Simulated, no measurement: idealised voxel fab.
The document below concerns the process module designated voxel lift off.
Xsec cut, 280 nm wide, square cell size 5 nm.
Cross-section, as written here: a square-cell grid given band by band from the top down, where a band holds one or more rows of cells. This entry defines a band. It first specifies the height of the band's top and the height of its bottom in nm, and then specifies the band's materials from left to right, stating each material with its width in nm. The word "throughout" identifies a single material that fills the band from edge to edge, while the word "empty" identifies empty space. Height is counted from the level 0, under which the received wafer is composed throughout of one material. The lowest of the bands is not closed at the bottom but continues downward, in the notation "0 nm and below". You'd read "30..40" like this: the band's top row of cells is as wide as the first number, its bottom row is as wide as the second, and going down, every row changes width by the same amount as the row before did. Where the words "nothing got changed" appear for a step, the cross-section shows no cell changed by that step; every cell remained as before. Basically, "Enclosed internal cavities" tells you about the enclosed voids: empty spaces with no open way to the top, 8 cells or bigger, each written width x height at distance, where distance is from the left edge, all in nm. Post-settings text on a step line: simulator's own remark regarding the step. "overlay nm" on a masked step: distance the mask lay right of its planned place, negative for left.
List of planned process steps
1: RECEIVE with material Si
2: CONFORMAL_DEP with material SiN, thk nm 10
3: PATTERN with tone open, mask id LINES, material resist, width nm 30, pitch nm 45, thk nm 20, overlay nm 0
4: DIRECTIONAL_DEP with material Ru, thk nm 10
5: STRIP with etch materials resist
6: CONFORMAL_DEP with material SiO2, thk nm 10
First out of two wafers; run went to plan
Cross-section, incoming material, after step 1
- 0 nm and below: Si throughout
- Enclosed internal cavities: none
Cross-sectional representation of the wafer at the conclusion of step 2
- 10 nm to 0 nm: SiN throughout
- Beneath the level 0, the cross-section is identical to its previous state.
Cross-sectional representation of the wafer at the conclusion of step 3
- 30 nm to 10 nm: 55 of resist, 30 of empty, 15 of resist, 30 of empty, 15 of resist, 30 of empty, 15 of resist, 30 of empty, 60 of resist
- Beneath the level 10, the cross-section is identical to its previous state.
Cross-sectional representation of the wafer at the conclusion of step 4
- 40 nm to 30 nm: 55 of Ru, 30 of empty, 15 of Ru, 30 of empty, 15 of Ru, 30 of empty, 15 of Ru, 30 of empty, 60 of Ru
- 30 nm to 20 nm: 55 of resist, 30 of empty, 15 of resist, 30 of empty, 15 of resist, 30 of empty, 15 of resist, 30 of empty, 60 of resist
- 20 nm to 10 nm: 55 of resist, 30 of Ru, 15 of resist, 30 of Ru, 15 of resist, 30 of Ru, 15 of resist, 30 of Ru, 60 of resist
- Beneath the level 10, the cross-section is identical to its previous state.
Cross-sectional representation of the wafer at the conclusion of step 5
- 20 nm to 10 nm: 55 of empty, 30 of Ru, 15 of empty, 30 of Ru, 15 of empty, 30 of Ru, 15 of empty, 30 of Ru, 60 of empty
- Beneath the level 10, the cross-section is identical to its previous state.
Cross-sectional representation of the wafer at the conclusion of step 6
- 30 nm to 20 nm: 45 of empty, 185 of SiO2, 50 of empty
- 20 nm to 10 nm: 55 of SiO2, 30 of Ru, 15 of SiO2, 30 of Ru, 15 of SiO2, 30 of Ru, 15 of SiO2, 30 of Ru, 60 of SiO2
- Beneath the level 10, the cross-section is identical to its previous state.
For the second wafer, take the first wafer's start and plan, then add one mistake made in running it; everything through step 4, that step included, is shared with the first
The second wafer cut through, at the time step 5 was supposed to be finished
- 20 nm to 10 nm: 55 of empty, 30 of Ru, 15 of empty, 30 of Ru, 15 of empty, 30 of Ru, 15 of empty, 30 of Ru, 60 of empty
- Beneath the level 10, the cross-section is identical to its previous state.
The second wafer cut through, at the time step 6 was supposed to be finished
- 30 nm to 20 nm: 45 of empty, 185 of SiO2, 50 of empty
- 20 nm to 10 nm: 55 of SiO2, 30 of Ru, 15 of SiO2, 30 of Ru, 15 of SiO2, 30 of Ru, 15 of SiO2, 30 of Ru, 60 of SiO2
- Beneath the level 10, the cross-section is identical to its previous state.
Misprocessing identified: plan step 5 was conducted twice
The two wafers finish with the same cross-section, and therefore the mistake leaves the computed outcome of this model unchanged.
